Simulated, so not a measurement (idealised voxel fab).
process module | voxel trench capacitor
cross-section cut | 245 nm wide | cells 5 nm
A cross-section is a grid of square cells, given in bands from the top down. A band is one or more rows of cells.
Each band's line starts with the height of the band's top and of its bottom, in nm. Then come its materials from left to right, each with its width in nm. One material with "throughout" fills the band from edge to edge. "air" is empty space.
Height 0 is the level under which the wafer as received is all one material. The lowest band goes on downwards, as in "0 down".
A width such as "30 to 40" changes by the same amount from each row of cells to the next, from the band's top row to its bottom row.
"no change" after a step means that no cell of the cross-section changed.
closed voids: empty space of 8 cells or more with no open way to the top, each as width x height at its distance from the left edge, in nm
after a step's settings: what the simulator itself notes on the step
overlay nm, on a step with a mask: how far to the right of its planned place the mask lay; to the left if negative
Each pair below shows a cross-section before one step and the cross-section after it, down to the lowest band that changed. The line under each pair gives the step between them, with its settings. The pairs can come from different runs of this module on the same starting wafer, so a pair continues from the pair above only where its "before" says so.
before
  0 down: Si throughout
  closed voids: none
after
  10 to 0: SiN throughout
  below 0: unchanged
  closed voids: none
the step between: op CONFORMAL_DEP | material SiN | thk nm 10
before: the cross-section after the pair above
after
  20 to 10: aC throughout
  below 10: unchanged
  closed voids: none
the step between: op DIRECTIONAL_DEP | material aC | thk nm 10
before: the cross-section after the pair above
after
  50 to 20: resist 75 | air 15 | resist 25 | air 15 | resist 25 | air 15 | resist 75
  below 20: unchanged
  closed voids: none
the step between: op PATTERN | tone open | mask id TRENCH | material resist | width nm 15 | pitch nm 40 | thk nm 30 | overlay nm 0
before: the cross-section after the pair above
after
  40 to 20: resist 75 | air 15 | resist 25 | air 15 | resist 25 | air 15 | resist 75
  20 to 10: aC 75 | air 15 | aC 25 | air 15 | aC 25 | air 15 | aC 75
  below 10: unchanged
  closed voids: none
the step between: op DIRECTIONAL_ETCH | etch materials aC | depth nm 10
before: the cross-section after the pair above
after
  20 to 10: aC 75 | air 15 | aC 25 | air 15 | aC 25 | air 15 | aC 75
  below 10: unchanged
  closed voids: none
the step between: op STRIP | etch materials resist
before: the cross-section after the pair above
after
  20 to 10: aC 75 | air 15 | aC 25 | air 15 | aC 25 | air 15 | aC 75
  10 to 0: SiN 75 | air 15 | SiN 25 | air 15 | SiN 25 | air 15 | SiN 75
  below 0: unchanged
  closed voids: none
the step between: op DIRECTIONAL_ETCH | etch materials SiN | depth nm 10
before: the cross-section after the pair above
after
  20 to 10: aC 75 | air 15 | aC 25 | air 15 | aC 25 | air 15 | aC 75
  10 to 0: SiN 75 | air 15 | SiN 25 | air 15 | SiN 25 | air 15 | SiN 75
  0 to -35: Si 75 | air 15 | Si 25 | air 15 | Si 25 | air 15 | Si 75
  below -35: unchanged
  closed voids: none
the step between: op DIRECTIONAL_ETCH | etch materials Si | depth nm 35
before: the cross-section after the pair above
after
  10 to 0: SiN 75 | air 15 | SiN 25 | air 15 | SiN 25 | air 15 | SiN 75
  below 0: unchanged
  closed voids: none
the step between: op STRIP | etch materials aC
before: the cross-section after the pair above
after
  15 to 10: Al2O3 80 | air 5 | Al2O3 35 | air 5 | Al2O3 35 | air 5 | Al2O3 80
  10 to 0: SiN 75 | Al2O3 5 | air 5 | Al2O3 5 | SiN 25 | Al2O3 5 | air 5 | Al2O3 5 | SiN 25 | Al2O3 5 | air 5 | Al2O3 5 | SiN 75
  0 to -30: Si 75 | Al2O3 5 | air 5 | Al2O3 5 | Si 25 | Al2O3 5 | air 5 | Al2O3 5 | Si 25 | Al2O3 5 | air 5 | Al2O3 5 | Si 75
  -30 to -35: Si 75 | Al2O3 15 | Si 25 | Al2O3 15 | Si 25 | Al2O3 15 | Si 75
  below -35: unchanged
  closed voids: none
the step between: op CONFORMAL_DEP | material Al2O3 | thk nm 5
before: the cross-section after the pair above
after
  25 to 15: polySi throughout
  15 to 10: Al2O3 80 | polySi 5 | Al2O3 35 | polySi 5 | Al2O3 35 | polySi 5 | Al2O3 80
  10 to 0: SiN 75 | Al2O3 5 | polySi 5 | Al2O3 5 | SiN 25 | Al2O3 5 | polySi 5 | Al2O3 5 | SiN 25 | Al2O3 5 | polySi 5 | Al2O3 5 | SiN 75
  0 to -30: Si 75 | Al2O3 5 | polySi 5 | Al2O3 5 | Si 25 | Al2O3 5 | polySi 5 | Al2O3 5 | Si 25 | Al2O3 5 | polySi 5 | Al2O3 5 | Si 75
  below -30: unchanged
  closed voids: none
the step between: op FILL_DEP | material polySi | thk nm 10
before: the cross-section after the pair above
after
  10 to 0: SiN 75 | Al2O3 5 | polySi 5 | Al2O3 5 | SiN 25 | Al2O3 5 | polySi 5 | Al2O3 5 | SiN 25 | Al2O3 5 | polySi 5 | Al2O3 5 | SiN 75
  below 0: unchanged
  closed voids: none
the step between: op CMP | height nm 10
before
  20 to 10: aC 75 | air 15 | aC 25 | air 15 | aC 25 | air 15 | aC 75
  10 to 0: SiN 75 | air 15 | SiN 25 | air 15 | SiN 25 | air 15 | SiN 75
  0 down: Si throughout
  closed voids: none
after
  10 to 0: SiN 75 | air 15 | SiN 25 | air 15 | SiN 25 | air 15 | SiN 75
  below 0: unchanged
  closed voids: none
the step between: op STRIP | etch materials aC
before: the cross-section after the pair above
after
  10 to 0: SiN 75 | air 15 | SiN 25 | air 15 | SiN 25 | air 15 | SiN 75
  0 to -35: Si 75 | air 15 | Si 25 | air 15 | Si 25 | air 15 | Si 75
  below -35: unchanged
  closed voids: none
the step between: op DIRECTIONAL_ETCH | etch materials Si | depth nm 35
before
  20 to 10: aC 75 | air 15 | aC 25 | air 15 | aC 25 | air 15 | aC 75
  10 to 0: SiN 75 | air 15 | SiN 25 | air 15 | SiN 25 | air 15 | SiN 75
  0 down: Si throughout
  closed voids: none
after
  20 to 10: aC 75 | air 15 | aC 25 | air 15 | aC 25 | air 15 | aC 75
  10 to 0: SiN 75 | air 15 | SiN 25 | air 15 | SiN 25 | air 15 | SiN 75
  0 to -30: Si 75 | air 15 | Si 25 | air 15 | Si 25 | air 15 | Si 75
  below -30: unchanged
  closed voids: none
the step between: op DIRECTIONAL_ETCH | etch materials Si | depth nm 30
before: the cross-section after the pair above
after
  10 to 0: SiN 75 | air 15 | SiN 25 | air 15 | SiN 25 | air 15 | SiN 75
  below 0: unchanged
  closed voids: none
the step between: op STRIP | etch materials aC
before: the cross-section after the pair above
after
  15 to 10: Al2O3 80 | air 5 | Al2O3 35 | air 5 | Al2O3 35 | air 5 | Al2O3 80
  10 to 0: SiN 75 | Al2O3 5 | air 5 | Al2O3 5 | SiN 25 | Al2O3 5 | air 5 | Al2O3 5 | SiN 25 | Al2O3 5 | air 5 | Al2O3 5 | SiN 75
  0 to -25: Si 75 | Al2O3 5 | air 5 | Al2O3 5 | Si 25 | Al2O3 5 | air 5 | Al2O3 5 | Si 25 | Al2O3 5 | air 5 | Al2O3 5 | Si 75
  -25 to -30: Si 75 | Al2O3 15 | Si 25 | Al2O3 15 | Si 25 | Al2O3 15 | Si 75
  below -30: unchanged
  closed voids: none
the step between: op CONFORMAL_DEP | material Al2O3 | thk nm 5
before: the cross-section after the pair above
after
  25 to 15: polySi throughout
  15 to 10: Al2O3 80 | polySi 5 | Al2O3 35 | polySi 5 | Al2O3 35 | polySi 5 | Al2O3 80
  10 to 0: SiN 75 | Al2O3 5 | polySi 5 | Al2O3 5 | SiN 25 | Al2O3 5 | polySi 5 | Al2O3 5 | SiN 25 | Al2O3 5 | polySi 5 | Al2O3 5 | SiN 75
  0 to -25: Si 75 | Al2O3 5 | polySi 5 | Al2O3 5 | Si 25 | Al2O3 5 | polySi 5 | Al2O3 5 | Si 25 | Al2O3 5 | polySi 5 | Al2O3 5 | Si 75
  below -25: unchanged
  closed voids: none
the step between: op FILL_DEP | material polySi | thk nm 10
before: the cross-section after the pair above
after
  10 to 0: SiN 75 | Al2O3 5 | polySi 5 | Al2O3 5 | SiN 25 | Al2O3 5 | polySi 5 | Al2O3 5 | SiN 25 | Al2O3 5 | polySi 5 | Al2O3 5 | SiN 75
  below 0: unchanged
  closed voids: none
the step between: op CMP | height nm 10
before
  20 to 10: aC throughout
  10 to 0: SiN throughout
  0 down: Si throughout
  closed voids: none
after
  50 to 20: resist 70 | air 25 | resist 15 | air 25 | resist 15 | air 25 | resist 70
  below 20: unchanged
  closed voids: none
the step between: op PATTERN | tone open | mask id TRENCH | material resist | width nm 25 | pitch nm 40 | thk nm 30 | overlay nm 0
before: the cross-section after the pair above
after
  40 to 20: resist 70 | air 25 | resist 15 | air 25 | resist 15 | air 25 | resist 70
  20 to 10: aC 70 | air 25 | aC 15 | air 25 | aC 15 | air 25 | aC 70
  below 10: unchanged
  closed voids: none
the step between: op DIRECTIONAL_ETCH | etch materials aC | depth nm 10
before: the cross-section after the pair above
after
  20 to 10: aC 70 | air 25 | aC 15 | air 25 | aC 15 | air 25 | aC 70
  below 10: unchanged
  closed voids: none
the step between: op STRIP | etch materials resist
before: the cross-section after the pair above
after
  20 to 10: aC 70 | air 25 | aC 15 | air 25 | aC 15 | air 25 | aC 70
  10 to 0: SiN 70 | air 25 | SiN 15 | air 25 | SiN 15 | air 25 | SiN 70
  below 0: unchanged
  closed voids: none
the step between: op DIRECTIONAL_ETCH | etch materials SiN | depth nm 10
before: the cross-section after the pair above
after
  20 to 10: aC 70 | air 25 | aC 15 | air 25 | aC 15 | air 25 | aC 70
  10 to 0: SiN 70 | air 25 | SiN 15 | air 25 | SiN 15 | air 25 | SiN 70
  0 to -35: Si 70 | air 25 | Si 15 | air 25 | Si 15 | air 25 | Si 70
  below -35: unchanged
  closed voids: none
the step between: op DIRECTIONAL_ETCH | etch materials Si | depth nm 35
before: the cross-section after the pair above
after
  10 to 0: SiN 70 | air 25 | SiN 15 | air 25 | SiN 15 | air 25 | SiN 70
  below 0: unchanged
  closed voids: none
the step between: op STRIP | etch materials aC
before: the cross-section after the pair above
after
  15 to 10: Al2O3 75 | air 15 | Al2O3 25 | air 15 | Al2O3 25 | air 15 | Al2O3 75
  10 to 0: SiN 70 | Al2O3 5 | air 15 | Al2O3 5 | SiN 15 | Al2O3 5 | air 15 | Al2O3 5 | SiN 15 | Al2O3 5 | air 15 | Al2O3 5 | SiN 70
  0 to -30: Si 70 | Al2O3 5 | air 15 | Al2O3 5 | Si 15 | Al2O3 5 | air 15 | Al2O3 5 | Si 15 | Al2O3 5 | air 15 | Al2O3 5 | Si 70
  -30 to -35: Si 70 | Al2O3 25 | Si 15 | Al2O3 25 | Si 15 | Al2O3 25 | Si 70
  below -35: unchanged
  closed voids: none
the step between: op CONFORMAL_DEP | material Al2O3 | thk nm 5
before: the cross-section after the pair above
after
  25 to 15: polySi throughout
  15 to 10: Al2O3 75 | polySi 15 | Al2O3 25 | polySi 15 | Al2O3 25 | polySi 15 | Al2O3 75
  10 to 0: SiN 70 | Al2O3 5 | polySi 15 | Al2O3 5 | SiN 15 | Al2O3 5 | polySi 15 | Al2O3 5 | SiN 15 | Al2O3 5 | polySi 15 | Al2O3 5 | SiN 70
  0 to -30: Si 70 | Al2O3 5 | polySi 15 | Al2O3 5 | Si 15 | Al2O3 5 | polySi 15 | Al2O3 5 | Si 15 | Al2O3 5 | polySi 15 | Al2O3 5 | Si 70
  below -30: unchanged
  closed voids: none
the step between: op FILL_DEP | material polySi | thk nm 10
before: the cross-section after the pair above
after
  10 to 0: SiN 70 | Al2O3 5 | polySi 15 | Al2O3 5 | SiN 15 | Al2O3 5 | polySi 15 | Al2O3 5 | SiN 15 | Al2O3 5 | polySi 15 | Al2O3 5 | SiN 70
  below 0: unchanged
  closed voids: none
the step between: op CMP | height nm 10
before
  20 to 10: aC throughout
  10 to 0: SiN throughout
  0 down: Si throughout
  closed voids: none
after
  50 to 20: resist 80 | air 15 | resist 25 | air 15 | resist 25 | air 15 | resist 70
  below 20: unchanged
  closed voids: none
the step between: op PATTERN | tone open | mask id TRENCH | material resist | width nm 15 | pitch nm 40 | thk nm 30 | overlay nm 5
before: the cross-section after the pair above
after
  40 to 20: resist 80 | air 15 | resist 25 | air 15 | resist 25 | air 15 | resist 70
  20 to 10: aC 80 | air 15 | aC 25 | air 15 | aC 25 | air 15 | aC 70
  below 10: unchanged
  closed voids: none
the step between: op DIRECTIONAL_ETCH | etch materials aC | depth nm 10
before: the cross-section after the pair above
after
  20 to 10: aC 80 | air 15 | aC 25 | air 15 | aC 25 | air 15 | aC 70
  below 10: unchanged
  closed voids: none
the step between: op STRIP | etch materials resist
before: the cross-section after the pair above
after
  20 to 10: aC 80 | air 15 | aC 25 | air 15 | aC 25 | air 15 | aC 70
  10 to 0: SiN 80 | air 15 | SiN 25 | air 15 | SiN 25 | air 15 | SiN 70
  below 0: unchanged
  closed voids: none
the step between: op DIRECTIONAL_ETCH | etch materials SiN | depth nm 10
before: the cross-section after the pair above
after
  20 to 10: aC 80 | air 15 | aC 25 | air 15 | aC 25 | air 15 | aC 70
  10 to 0: SiN 80 | air 15 | SiN 25 | air 15 | SiN 25 | air 15 | SiN 70
  0 to -35: Si 80 | air 15 | Si 25 | air 15 | Si 25 | air 15 | Si 70
  below -35: unchanged
  closed voids: none
the step between: op DIRECTIONAL_ETCH | etch materials Si | depth nm 35
before: the cross-section after the pair above
after
  10 to 0: SiN 80 | air 15 | SiN 25 | air 15 | SiN 25 | air 15 | SiN 70
  below 0: unchanged
  closed voids: none
the step between: op STRIP | etch materials aC
before: the cross-section after the pair above
after
  15 to 10: Al2O3 85 | air 5 | Al2O3 35 | air 5 | Al2O3 35 | air 5 | Al2O3 75
  10 to 0: SiN 80 | Al2O3 5 | air 5 | Al2O3 5 | SiN 25 | Al2O3 5 | air 5 | Al2O3 5 | SiN 25 | Al2O3 5 | air 5 | Al2O3 5 | SiN 70
  0 to -30: Si 80 | Al2O3 5 | air 5 | Al2O3 5 | Si 25 | Al2O3 5 | air 5 | Al2O3 5 | Si 25 | Al2O3 5 | air 5 | Al2O3 5 | Si 70
  -30 to -35: Si 80 | Al2O3 15 | Si 25 | Al2O3 15 | Si 25 | Al2O3 15 | Si 70
  below -35: unchanged
  closed voids: none
the step between: op CONFORMAL_DEP | material Al2O3 | thk nm 5
before: the cross-section after the pair above
after
  25 to 15: polySi throughout
  15 to 10: Al2O3 85 | polySi 5 | Al2O3 35 | polySi 5 | Al2O3 35 | polySi 5 | Al2O3 75
  10 to 0: SiN 80 | Al2O3 5 | polySi 5 | Al2O3 5 | SiN 25 | Al2O3 5 | polySi 5 | Al2O3 5 | SiN 25 | Al2O3 5 | polySi 5 | Al2O3 5 | SiN 70
  0 to -30: Si 80 | Al2O3 5 | polySi 5 | Al2O3 5 | Si 25 | Al2O3 5 | polySi 5 | Al2O3 5 | Si 25 | Al2O3 5 | polySi 5 | Al2O3 5 | Si 70
  below -30: unchanged
  closed voids: none
the step between: op FILL_DEP | material polySi | thk nm 10
before: the cross-section after the pair above
after
  10 to 0: SiN 80 | Al2O3 5 | polySi 5 | Al2O3 5 | SiN 25 | Al2O3 5 | polySi 5 | Al2O3 5 | SiN 25 | Al2O3 5 | polySi 5 | Al2O3 5 | SiN 70
  below 0: unchanged
  closed voids: none
the step between: op CMP | height nm 10
before
  0 down: Si throughout
  closed voids: none
after
  10 to 0: Al2O3 throughout
  below 0: unchanged
  closed voids: none
the step between: op CONFORMAL_DEP | material Al2O3 | thk nm 10
before: the cross-section after the pair above
after
  20 to 10: aC throughout
  below 10: unchanged
  closed voids: none
the step between: op DIRECTIONAL_DEP | material aC | thk nm 10
before: the cross-section after the pair above
after
  50 to 20: resist 75 | air 15 | resist 25 | air 15 | resist 25 | air 15 | resist 75
  below 20: unchanged
  closed voids: none
the step between: op PATTERN | tone open | mask id TRENCH | material resist | width nm 15 | pitch nm 40 | thk nm 30 | overlay nm 0
before: the cross-section after the pair above
after
  40 to 20: resist 75 | air 15 | resist 25 | air 15 | resist 25 | air 15 | resist 75
  20 to 10: aC 75 | air 15 | aC 25 | air 15 | aC 25 | air 15 | aC 75
  below 10: unchanged
  closed voids: none
the step between: op DIRECTIONAL_ETCH | etch materials aC | depth nm 10
before: the cross-section after the pair above
after
  20 to 10: aC 75 | air 15 | aC 25 | air 15 | aC 25 | air 15 | aC 75
  below 10: unchanged
  closed voids: none
the step between: op STRIP | etch materials resist
before: the cross-section after the pair above
after
  10 to 0: Al2O3 throughout
  below 0: unchanged
  closed voids: none
the step between: op STRIP | etch materials aC
before: the cross-section after the pair above
after
  15 to 0: Al2O3 throughout
  below 0: unchanged
  closed voids: none
the step between: op CONFORMAL_DEP | material Al2O3 | thk nm 5
before: the cross-section after the pair above
after
  25 to 15: polySi throughout
  below 15: unchanged
  closed voids: none
the step between: op FILL_DEP | material polySi | thk nm 10
before: the cross-section after the pair above
after
  10 to 0: Al2O3 throughout
  below 0: unchanged
  closed voids: none
the step between: op CMP | height nm 10
before
  20 to 10: aC throughout
  10 to 0: SiN throughout
  0 down: Si throughout
  closed voids: none
after
  50 to 20: air 75 | resist 15 | air 25 | resist 15 | air 25 | resist 15 | air 75
  below 20: unchanged
  closed voids: none
the step between: op PATTERN | tone cover | mask id TRENCH | material resist | width nm 15 | pitch nm 40 | thk nm 30 | overlay nm 0
before: the cross-section after the pair above
after
  40 to 20: air 75 | resist 15 | air 25 | resist 15 | air 25 | resist 15 | air 75
  20 to 10: air 75 | aC 15 | air 25 | aC 15 | air 25 | aC 15 | air 75
  below 10: unchanged
  closed voids: none
the step between: op DIRECTIONAL_ETCH | etch materials aC | depth nm 10
before: the cross-section after the pair above
after
  20 to 10: air 75 | aC 15 | air 25 | aC 15 | air 25 | aC 15 | air 75
  below 10: unchanged
  closed voids: none
the step between: op STRIP | etch materials resist
before: the cross-section after the pair above
after
  20 to 10: air 75 | aC 15 | air 25 | aC 15 | air 25 | aC 15 | air 75
  10 to 0: air 75 | SiN 15 | air 25 | SiN 15 | air 25 | SiN 15 | air 75
  below 0: unchanged
  closed voids: none
the step between: op DIRECTIONAL_ETCH | etch materials SiN | depth nm 10
before: the cross-section after the pair above
after
  20 to 10: air 75 | aC 15 | air 25 | aC 15 | air 25 | aC 15 | air 75
  10 to 0: air 75 | SiN 15 | air 25 | SiN 15 | air 25 | SiN 15 | air 75
  0 to -35: air 75 | Si 15 | air 25 | Si 15 | air 25 | Si 15 | air 75
  below -35: unchanged
  closed voids: none
the step between: op DIRECTIONAL_ETCH | etch materials Si | depth nm 35
before: the cross-section after the pair above
after
  10 to 0: air 75 | SiN 15 | air 25 | SiN 15 | air 25 | SiN 15 | air 75
  below 0: unchanged
  closed voids: none
the step between: op STRIP | etch materials aC
before: the cross-section after the pair above
after
  15 to 10: air 70 | Al2O3 25 | air 15 | Al2O3 25 | air 15 | Al2O3 25 | air 70
  10 to 0: air 70 | Al2O3 5 | SiN 15 | Al2O3 5 | air 15 | Al2O3 5 | SiN 15 | Al2O3 5 | air 15 | Al2O3 5 | SiN 15 | Al2O3 5 | air 70
  0 to -30: air 70 | Al2O3 5 | Si 15 | Al2O3 5 | air 15 | Al2O3 5 | Si 15 | Al2O3 5 | air 15 | Al2O3 5 | Si 15 | Al2O3 5 | air 70
  -30 to -35: Al2O3 75 | Si 15 | Al2O3 25 | Si 15 | Al2O3 25 | Si 15 | Al2O3 75
  below -35: unchanged
  closed voids: none
the step between: op CONFORMAL_DEP | material Al2O3 | thk nm 5
before: the cross-section after the pair above
after
  25 to 15: polySi throughout
  15 to 10: polySi 70 | Al2O3 25 | polySi 15 | Al2O3 25 | polySi 15 | Al2O3 25 | polySi 70
  10 to 0: polySi 70 | Al2O3 5 | SiN 15 | Al2O3 5 | polySi 15 | Al2O3 5 | SiN 15 | Al2O3 5 | polySi 15 | Al2O3 5 | SiN 15 | Al2O3 5 | polySi 70
  0 to -30: polySi 70 | Al2O3 5 | Si 15 | Al2O3 5 | polySi 15 | Al2O3 5 | Si 15 | Al2O3 5 | polySi 15 | Al2O3 5 | Si 15 | Al2O3 5 | polySi 70
  below -30: unchanged
  closed voids: none
the step between: op FILL_DEP | material polySi | thk nm 10
before: the cross-section after the pair above
after
  10 to 0: polySi 70 | Al2O3 5 | SiN 15 | Al2O3 5 | polySi 15 | Al2O3 5 | SiN 15 | Al2O3 5 | polySi 15 | Al2O3 5 | SiN 15 | Al2O3 5 | polySi 70
  below 0: unchanged
  closed voids: none
the step between: op CMP | height nm 10
